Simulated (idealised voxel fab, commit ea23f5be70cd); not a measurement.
The following process module bears the name voxel capacitor over wiring.
The cross-section shown here is cut; it is 265 nm wide and divided into square cells measuring 5 nm on a side.
For the purposes of this document, a cross-section shall be understood as a grid of square cells, specified as bands listed in top-to-bottom order, each band consisting of one or more rows of cells. What a band's entry tells you: where the top is and where the bottom is, as heights in nm, and after that what lies inside, material by material from left to right, each with its width in nm. Empty space is written as the word "empty", and a single material marked with the word "edge to edge" occupies the band from edge to edge. We count height from 0. Below that, the starting wafer is all one material. The lowest band never ends at the bottom but goes on down; see "0 nm and below" for how that is written. Read "30..40" as a graded width: first number on top, second number at the bottom, same change between each pair of neighbouring rows. Reading "no modifications" for a step: not a cell of the cross-section changed in it. The list in "Closed void inventory" covers empty spaces of 8 cells or more that cannot reach the top through any open way, and it gives each as width x height at distance; the distance is from the left edge, and width, height and distance are in nm. Where a step's line continues beyond its settings, the continuation is a remark by the simulator itself on that step. A step line may carry the setting "overlay nm", which, for steps involving a mask, states the distance by which the mask lay to the right of its intended position; negative values denote displacement to the left.

[plan]
1) RECEIVE: material Si
2) CONFORMAL_DEP: material SiO2, thk nm 10
3) DIRECTIONAL_DEP: material TiN, thk nm 5
4) DIRECTIONAL_DEP: material Ru, thk nm 15
5) PATTERN: tone cover, mask id METAL_1, material resist, width nm 30, pitch nm 100, thk nm 15, overlay nm 0
6) DIRECTIONAL_ETCH: etch materials Ru, depth nm 15
7) DIRECTIONAL_ETCH: etch materials TiN, depth nm 5
8) STRIP: etch materials resist
9) FILL_DEP: material SiO2, thk nm 10
10) CMP: height nm 30
11) CONFORMAL_DEP: material SiCN, thk nm 5
12) DIRECTIONAL_DEP: material SiO2, thk nm 20
13) PATTERN: tone open, mask id PLUG_1, material resist, width nm 15, thk nm 20, overlay nm 0
14) DIRECTIONAL_ETCH: etch materials SiO2, depth nm 20
15) DIRECTIONAL_ETCH: etch materials SiCN, depth nm 5
16) STRIP: etch materials resist
17) CONFORMAL_DEP: material TiN, thk nm 5
18) FILL_DEP: material W, thk nm 5
19) CMP: height nm 55
20) DIRECTIONAL_DEP: material TiN, thk nm 10
21) DIRECTIONAL_DEP: material SiN, thk nm 5
22) DIRECTIONAL_DEP: material TiN, thk nm 5
23) DIRECTIONAL_DEP: material aC, thk nm 10
24) PATTERN: tone cover, mask id UPPER_PLATE, material resist, width nm 75, thk nm 30, overlay nm 0
25) DIRECTIONAL_ETCH: etch materials aC, depth nm 10
26) STRIP: etch materials resist
27) DIRECTIONAL_ETCH: etch materials TiN, depth nm 5
28) DIRECTIONAL_ETCH: etch materials SiN, depth nm 5
29) STRIP: etch materials aC
30) DIRECTIONAL_DEP: material aC, thk nm 15
31) PATTERN: tone cover, mask id LOWER_PLATE, material resist, width nm 85, thk nm 30, overlay nm 0
32) DIRECTIONAL_ETCH: etch materials aC, depth nm 15
33) STRIP: etch materials resist
34) DIRECTIONAL_ETCH: etch materials TiN, depth nm 10
35) STRIP: etch materials aC
36) FILL_DEP: material SiO2, thk nm 15
37) CMP: height nm 85
38) DIRECTIONAL_DEP: material aC, thk nm 15
39) PATTERN: tone open, mask id PLUG_2, material resist, width nm 15, thk nm 30, overlay nm 0
40) DIRECTIONAL_ETCH: etch materials aC, depth nm 15
41) STRIP: etch materials resist
42) DIRECTIONAL_ETCH: etch materials SiO2, depth nm 10
43) STRIP: etch materials aC
44) CONFORMAL_DEP: material TiN, thk nm 5
45) FILL_DEP: material Cu, thk nm 5
46) CMP: height nm 85
47) CONFORMAL_DEP: material SiN, thk nm 5

[First of two wafers, processed according to plan]

[This is the cross-section of the wafer as we received it, i.e. after step 1]
- 0 nm and below  Si edge to edge
- Closed void inventory: none

[The following cross-section depicts the wafer upon completion of step 2]
- 10 nm to 0 nm  SiO2 edge to edge
- Nothing below the height 0 has changed.

[The following cross-section depicts the wafer upon completion of step 3]
- 15 nm to 10 nm  TiN edge to edge
- Nothing below the height 10 has changed.

[The following cross-section depicts the wafer upon completion of step 4]
- 30 nm to 15 nm  Ru edge to edge
- Nothing below the height 15 has changed.

[The following cross-section depicts the wafer upon completion of step 5]
- 45 nm to 30 nm  empty 65; resist 30; empty 70; resist 30; empty 70
- Nothing below the height 30 has changed.

[The following cross-section depicts the wafer upon completion of step 6]
- 45 nm to 30 nm  empty 65; resist 30; empty 70; resist 30; empty 70
- 30 nm to 15 nm  empty 65; Ru 30; empty 70; Ru 30; empty 70
- Nothing below the height 15 has changed.

[The following cross-section depicts the wafer upon completion of step 7]
- 45 nm to 30 nm  empty 65; resist 30; empty 70; resist 30; empty 70
- 30 nm to 15 nm  empty 65; Ru 30; empty 70; Ru 30; empty 70
- 15 nm to 10 nm  empty 65; TiN 30; empty 70; TiN 30; empty 70
- Nothing below the height 10 has changed.

[The following cross-section depicts the wafer upon completion of step 8]
- 30 nm to 15 nm  empty 65; Ru 30; empty 70; Ru 30; empty 70
- Nothing below the height 15 has changed.

[The following cross-section depicts the wafer upon completion of step 9]
- 40 nm to 30 nm  SiO2 edge to edge
- 30 nm to 15 nm  SiO2 65; Ru 30; SiO2 70; Ru 30; SiO2 70
- 15 nm to 10 nm  SiO2 65; TiN 30; SiO2 70; TiN 30; SiO2 70
- Nothing below the height 10 has changed.

[The following cross-section depicts the wafer upon completion of step 10]
- 30 nm to 15 nm  SiO2 65; Ru 30; SiO2 70; Ru 30; SiO2 70
- Nothing below the height 15 has changed.

[The following cross-section depicts the wafer upon completion of step 11]
- 35 nm to 30 nm  SiCN edge to edge
- Nothing below the height 30 has changed.

[The following cross-section depicts the wafer upon completion of step 12]
- 55 nm to 35 nm  SiO2 edge to edge
- Nothing below the height 35 has changed.

[The following cross-section depicts the wafer upon completion of step 13]
- 75 nm to 55 nm  resist 80; empty 15; resist 170
- Nothing below the height 55 has changed.

[The following cross-section depicts the wafer upon completion of step 14]
- 75 nm to 55 nm  resist 80; empty 15; resist 170
- 55 nm to 35 nm  SiO2 80; empty 15; SiO2 170
- Nothing below the height 35 has changed.

[The following cross-section depicts the wafer upon completion of step 15]
- 75 nm to 55 nm  resist 80; empty 15; resist 170
- 55 nm to 35 nm  SiO2 80; empty 15; SiO2 170
- 35 nm to 30 nm  SiCN 80; empty 15; SiCN 170
- Nothing below the height 30 has changed.

[The following cross-section depicts the wafer upon completion of step 16]
- 55 nm to 35 nm  SiO2 80; empty 15; SiO2 170
- Nothing below the height 35 has changed.

[The following cross-section depicts the wafer upon completion of step 17]
- 60 nm to 55 nm  TiN 85; empty 5; TiN 175
- 55 nm to 35 nm  SiO2 80; TiN 5; empty 5; TiN 5; SiO2 170
- 35 nm to 30 nm  SiCN 80; TiN 15; SiCN 170
- Nothing below the height 30 has changed.

[The following cross-section depicts the wafer upon completion of step 18]
- 65 nm to 60 nm  W edge to edge
- 60 nm to 55 nm  TiN 85; W 5; TiN 175
- 55 nm to 35 nm  SiO2 80; TiN 5; W 5; TiN 5; SiO2 170
- Nothing below the height 35 has changed.

[The following cross-section depicts the wafer upon completion of step 19]
- 55 nm to 35 nm  SiO2 80; TiN 5; W 5; TiN 5; SiO2 170
- Nothing below the height 35 has changed.

[The following cross-section depicts the wafer upon completion of step 20]
- 65 nm to 55 nm  TiN edge to edge
- Nothing below the height 55 has changed.

[The following cross-section depicts the wafer upon completion of step 21]
- 70 nm to 65 nm  SiN edge to edge
- Nothing below the height 65 has changed.

[The following cross-section depicts the wafer upon completion of step 22]
- 75 nm to 70 nm  TiN edge to edge
- Nothing below the height 70 has changed.

[The following cross-section depicts the wafer upon completion of step 23]
- 85 nm to 75 nm  aC edge to edge
- Nothing below the height 75 has changed.

[The following cross-section depicts the wafer upon completion of step 24]
- 115 nm to 85 nm  empty 80; resist 75; empty 110
- Nothing below the height 85 has changed.

[The following cross-section depicts the wafer upon completion of step 25]
- 105 nm to 85 nm  empty 80; resist 75; empty 110
- 85 nm to 75 nm  empty 80; aC 75; empty 110
- Nothing below the height 75 has changed.

[The following cross-section depicts the wafer upon completion of step 26]
- 85 nm to 75 nm  empty 80; aC 75; empty 110
- Nothing below the height 75 has changed.

[The following cross-section depicts the wafer upon completion of step 27]
- 85 nm to 75 nm  empty 80; aC 75; empty 110
- 75 nm to 70 nm  empty 80; TiN 75; empty 110
- Nothing below the height 70 has changed.

[The following cross-section depicts the wafer upon completion of step 28]
- 85 nm to 75 nm  empty 80; aC 75; empty 110
- 75 nm to 70 nm  empty 80; TiN 75; empty 110
- 70 nm to 65 nm  empty 80; SiN 75; empty 110
- Nothing below the height 65 has changed.

[The following cross-section depicts the wafer upon completion of step 29]
- 75 nm to 70 nm  empty 80; TiN 75; empty 110
- Nothing below the height 70 has changed.

[The following cross-section depicts the wafer upon completion of step 30]
- 90 nm to 80 nm  empty 80; aC 75; empty 110
- 80 nm to 75 nm  aC edge to edge
- 75 nm to 70 nm  aC 80; TiN 75; aC 110
- 70 nm to 65 nm  aC 80; SiN 75; aC 110
- Nothing below the height 65 has changed.

[The following cross-section depicts the wafer upon completion of step 31]
- 120 nm to 90 nm  empty 75; resist 85; empty 105
- 90 nm to 80 nm  empty 75; resist 5; aC 75; resist 5; empty 105
- Nothing below the height 80 has changed.

[The following cross-section depicts the wafer upon completion of step 32]
- 105 nm to 90 nm  empty 75; resist 85; empty 105
- 90 nm to 80 nm  empty 75; resist 5; aC 75; resist 5; empty 105
- 80 nm to 75 nm  empty 75; aC 85; empty 105
- 75 nm to 70 nm  empty 75; aC 5; TiN 75; aC 5; empty 105
- 70 nm to 65 nm  empty 75; aC 5; SiN 75; aC 5; empty 105
- Nothing below the height 65 has changed.

[The following cross-section depicts the wafer upon completion of step 33]
- 90 nm to 80 nm  empty 80; aC 75; empty 110
- Nothing below the height 80 has changed.

[The following cross-section depicts the wafer upon completion of step 34]
- 90 nm to 80 nm  empty 80; aC 75; empty 110
- 80 nm to 75 nm  empty 75; aC 85; empty 105
- 75 nm to 70 nm  empty 75; aC 5; TiN 75; aC 5; empty 105
- 70 nm to 65 nm  empty 75; aC 5; SiN 75; aC 5; empty 105
- 65 nm to 55 nm  empty 75; TiN 85; empty 105
- Nothing below the height 55 has changed.

[The following cross-section depicts the wafer upon completion of step 35]
- 75 nm to 70 nm  empty 80; TiN 75; empty 110
- 70 nm to 65 nm  empty 80; SiN 75; empty 110
- Nothing below the height 65 has changed.

[The following cross-section depicts the wafer upon completion of step 36]
- 90 nm to 75 nm  SiO2 edge to edge
- 75 nm to 70 nm  SiO2 80; TiN 75; SiO2 110
- 70 nm to 65 nm  SiO2 80; SiN 75; SiO2 110
- 65 nm to 55 nm  SiO2 75; TiN 85; SiO2 105
- Nothing below the height 55 has changed.

[The following cross-section depicts the wafer upon completion of step 37]
- 85 nm to 75 nm  SiO2 edge to edge
- Nothing below the height 75 has changed.

[The following cross-section depicts the wafer upon completion of step 38]
- 100 nm to 85 nm  aC edge to edge
- Nothing below the height 85 has changed.

[The following cross-section depicts the wafer upon completion of step 39]
- 130 nm to 100 nm  resist 90; empty 15; resist 160
- Nothing below the height 100 has changed.

[The following cross-section depicts the wafer upon completion of step 40]
- 115 nm to 100 nm  resist 90; empty 15; resist 160
- 100 nm to 85 nm  aC 90; empty 15; aC 160
- Nothing below the height 85 has changed.

[The following cross-section depicts the wafer upon completion of step 41]
- 100 nm to 85 nm  aC 90; empty 15; aC 160
- Nothing below the height 85 has changed.

[The following cross-section depicts the wafer upon completion of step 42]
- 100 nm to 85 nm  aC 90; empty 15; aC 160
- 85 nm to 75 nm  SiO2 90; empty 15; SiO2 160
- Nothing below the height 75 has changed.

[The following cross-section depicts the wafer upon completion of step 43]
- 85 nm to 75 nm  SiO2 90; empty 15; SiO2 160
- Nothing below the height 75 has changed.

[The following cross-section depicts the wafer upon completion of step 44]
- 90 nm to 85 nm  TiN 95; empty 5; TiN 165
- 85 nm to 80 nm  SiO2 90; TiN 5; empty 5; TiN 5; SiO2 160
- 80 nm to 70 nm  SiO2 90..80; TiN 15..75; SiO2 160..110
- Nothing below the height 70 has changed.

[The following cross-section depicts the wafer upon completion of step 45]
- 95 nm to 90 nm  Cu edge to edge
- 90 nm to 85 nm  TiN 95; Cu 5; TiN 165
- 85 nm to 80 nm  SiO2 90; TiN 5; Cu 5; TiN 5; SiO2 160
- Nothing below the height 80 has changed.

[The following cross-section depicts the wafer upon completion of step 46]
- 85 nm to 80 nm  SiO2 90; TiN 5; Cu 5; TiN 5; SiO2 160
- Nothing below the height 80 has changed.

[The following cross-section depicts the wafer upon completion of step 47]
- 90 nm to 85 nm  SiN edge to edge
- Nothing below the height 85 has changed.

[Wafer two. Identical start, identical plan. One mistake in execution. Identical history through step 30]

[when step 31 should have ended]
- 120 nm to 90 nm  resist 75; empty 85; resist 105
- 90 nm to 80 nm  resist 75; empty 5; aC 75; empty 5; resist 105
- Nothing below the height 80 has changed.

[when step 32 should have ended]
- 105 nm to 80 nm  resist 75; empty 85; resist 105
- 80 nm to 75 nm  aC 75; empty 85; aC 105
- 75 nm to 70 nm  aC 75; empty 5; TiN 75; empty 5; aC 105
- 70 nm to 65 nm  aC 75; empty 5; SiN 75; empty 5; aC 105
- Nothing below the height 65 has changed.

[when step 33 should have ended]
- 80 nm to 75 nm  aC 75; empty 85; aC 105
- Nothing below the height 75 has changed.

[when step 34 should have ended]
- 80 nm to 70 nm  aC 75; empty 85; aC 105
- 70 nm to 65 nm  aC 75; empty 5; SiN 75; empty 5; aC 105
- 65 nm to 55 nm  TiN 75; empty 5; TiN 75; empty 5; TiN 105
- Nothing below the height 55 has changed.

[when step 35 should have ended]
- 70 nm to 65 nm  empty 80; SiN 75; empty 110
- Nothing below the height 65 has changed.

[when step 36 should have ended]
- 85 nm to 70 nm  SiO2 edge to edge
- 70 nm to 65 nm  SiO2 80; SiN 75; SiO2 110
- 65 nm to 55 nm  TiN 75; SiO2 5; TiN 75; SiO2 5; TiN 105
- Nothing below the height 55 has changed.

when step 37 should have ended: no modifications

[when step 38 should have ended]
- 100 nm to 85 nm  aC edge to edge
- Nothing below the height 85 has changed.

[when step 39 should have ended]
- 130 nm to 100 nm  resist 90; empty 15; resist 160
- Nothing below the height 100 has changed.

[when step 40 should have ended]
- 115 nm to 100 nm  resist 90; empty 15; resist 160
- 100 nm to 85 nm  aC 90; empty 15; aC 160
- Nothing below the height 85 has changed.

[when step 41 should have ended]
- 100 nm to 85 nm  aC 90; empty 15; aC 160
- Nothing below the height 85 has changed.

[when step 42 should have ended]
- 100 nm to 85 nm  aC 90; empty 15; aC 160
- 85 nm to 75 nm  SiO2 90; empty 15; SiO2 160
- Nothing below the height 75 has changed.

[when step 43 should have ended]
- 85 nm to 75 nm  SiO2 90; empty 15; SiO2 160
- Nothing below the height 75 has changed.

[when step 44 should have ended]
- 90 nm to 85 nm  TiN 95; empty 5; TiN 165
- 85 nm to 80 nm  SiO2 90; TiN 5; empty 5; TiN 5; SiO2 160
- 80 nm to 75 nm  SiO2 90; TiN 15; SiO2 160
- Nothing below the height 75 has changed.

[when step 45 should have ended]
- 95 nm to 90 nm  Cu edge to edge
- 90 nm to 85 nm  TiN 95; Cu 5; TiN 165
- 85 nm to 80 nm  SiO2 90; TiN 5; Cu 5; TiN 5; SiO2 160
- Nothing below the height 80 has changed.

[when step 46 should have ended]
- 85 nm to 80 nm  SiO2 90; TiN 5; Cu 5; TiN 5; SiO2 160
- Nothing below the height 80 has changed.

[when step 47 should have ended]
- 90 nm to 85 nm  SiN edge to edge
- Nothing below the height 85 has changed.
Run error: step 31 went in with a setting other than planned; the actual run was PATTERN: tone open, mask id LOWER_PLATE, material resist, width nm 85, thk nm 30, overlay nm 0
Wrapping up, a cell-based count of both wafers puts the second over or under the first for these materials: SiO2 -53; TiN +53
